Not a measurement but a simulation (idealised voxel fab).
process module | voxel capacitor over wiring
cross-section cut | 155 nm wide | cells 5 nm
A cross-section is a grid of square cells, given in bands from the top down. A band is one or more rows of cells.
Each band's line starts with the height of the band's top and of its bottom, in nm. Then come its materials from left to right, each with its width in nm. One material with "throughout" fills the band from edge to edge. "air" is empty space.
Height 0 is the level under which the wafer as received is all one material. The lowest band goes on downwards, as in "0 down".
A width such as "30 to 40" changes by the same amount from each row of cells to the next, from the band's top row to its bottom row.
"no change" after a step means that no cell of the cross-section changed.
closed voids: empty space of 8 cells or more with no open way to the top, each as width x height at its distance from the left edge, in nm
after a step's settings: what the simulator itself notes on the step
overlay nm, on a step with a mask: how far to the right of its planned place the mask lay; to the left if negative
plan
1 op RECEIVE | material Si
2 op CONFORMAL_DEP | material SiO2 | thk nm 15
3 op DIRECTIONAL_DEP | material TiN | thk nm 5
4 op DIRECTIONAL_DEP | material W | thk nm 15
5 op DIRECTIONAL_DEP | material aC | thk nm 10
6 op PATTERN | tone cover | mask id METAL_1 | material resist | width nm 20 | pitch nm 75 | thk nm 25 | overlay nm 0
7 op DIRECTIONAL_ETCH | etch materials aC | depth nm 10
8 op STRIP | etch materials resist
9 op DIRECTIONAL_ETCH | etch materials W | depth nm 15
10 op DIRECTIONAL_ETCH | etch materials TiN | depth nm 5
11 op STRIP | etch materials aC
12 op FILL_DEP | material SiO2 | thk nm 10
13 op CMP | height nm 35
14 op CONFORMAL_DEP | material SiCN | thk nm 5
15 op DIRECTIONAL_DEP | material lowk | thk nm 20
16 op PATTERN | tone open | mask id PLUG_1 | material resist | width nm 15 | thk nm 15 | overlay nm 0
17 op DIRECTIONAL_ETCH | etch materials lowk | depth nm 20
18 op DIRECTIONAL_ETCH | etch materials SiCN | depth nm 5
19 op STRIP | etch materials resist
20 op EPI | material Ru | thk nm 10
21 op EPI | material Ru | thk nm 10
22 op EPI | material Ru | thk nm 5
23 op DIRECTIONAL_DEP | material TiN | thk nm 10
24 op DIRECTIONAL_DEP | material SiN | thk nm 5
25 op DIRECTIONAL_DEP | material TiN | thk nm 10
26 op MASKED_ETCH | tone cover | mask id UPPER_PLATE | width nm 60 | etch materials TiN | depth nm 10 | overlay nm 0
27 op MASKED_ETCH | tone cover | mask id UPPER_PLATE | width nm 60 | etch materials SiN | depth nm 5 | overlay nm 0
28 op MASKED_ETCH | tone cover | mask id LOWER_PLATE | width nm 70 | etch materials TiN | depth nm 10 | overlay nm -15
29 op FILL_DEP | material SiO2 | thk nm 15
30 op CMP | height nm 95
31 op MASKED_ETCH | tone open | mask id PLUG_2 | width nm 15 | etch materials SiO2 | depth nm 10 | overlay nm 0
32 op CONFORMAL_DEP | material TiN | thk nm 5
33 op FILL_DEP | material Ru | thk nm 5
34 op CMP | height nm 95
35 op CONFORMAL_DEP | material SiN | thk nm 5
varied across the wafers: overlay nm of step 28. The plan shows the first wafer's value. All wafers start alike
first wafer as received, after step 1
  0 down: Si throughout
  closed voids: none
each wafer at the end: cells of each material gained (+) or lost (-) since it was received, then its closed voids
overlay nm -15 | +16 Ru | +28 SiCN | +43 SiN | +332 SiO2 | +65 TiN | +24 W | +112 lowk | closed voids: none
overlay nm -10 | +16 Ru | +28 SiCN | +43 SiN | +332 SiO2 | +65 TiN | +24 W | +112 lowk | closed voids: none
overlay nm -5 | +16 Ru | +28 SiCN | +43 SiN | +332 SiO2 | +65 TiN | +24 W | +112 lowk | closed voids: none
overlay nm 0 | +16 Ru | +28 SiCN | +43 SiN | +332 SiO2 | +65 TiN | +24 W | +112 lowk | closed voids: none
overlay nm 5 | +16 Ru | +28 SiCN | +43 SiN | +332 SiO2 | +65 TiN | +24 W | +112 lowk | closed voids: none
overlay nm 10 | +16 Ru | +28 SiCN | +43 SiN | +332 SiO2 | +65 TiN | +24 W | +112 lowk | closed voids: none
overlay nm 15 | +16 Ru | +28 SiCN | +43 SiN | +332 SiO2 | +65 TiN | +24 W | +112 lowk | closed voids: none
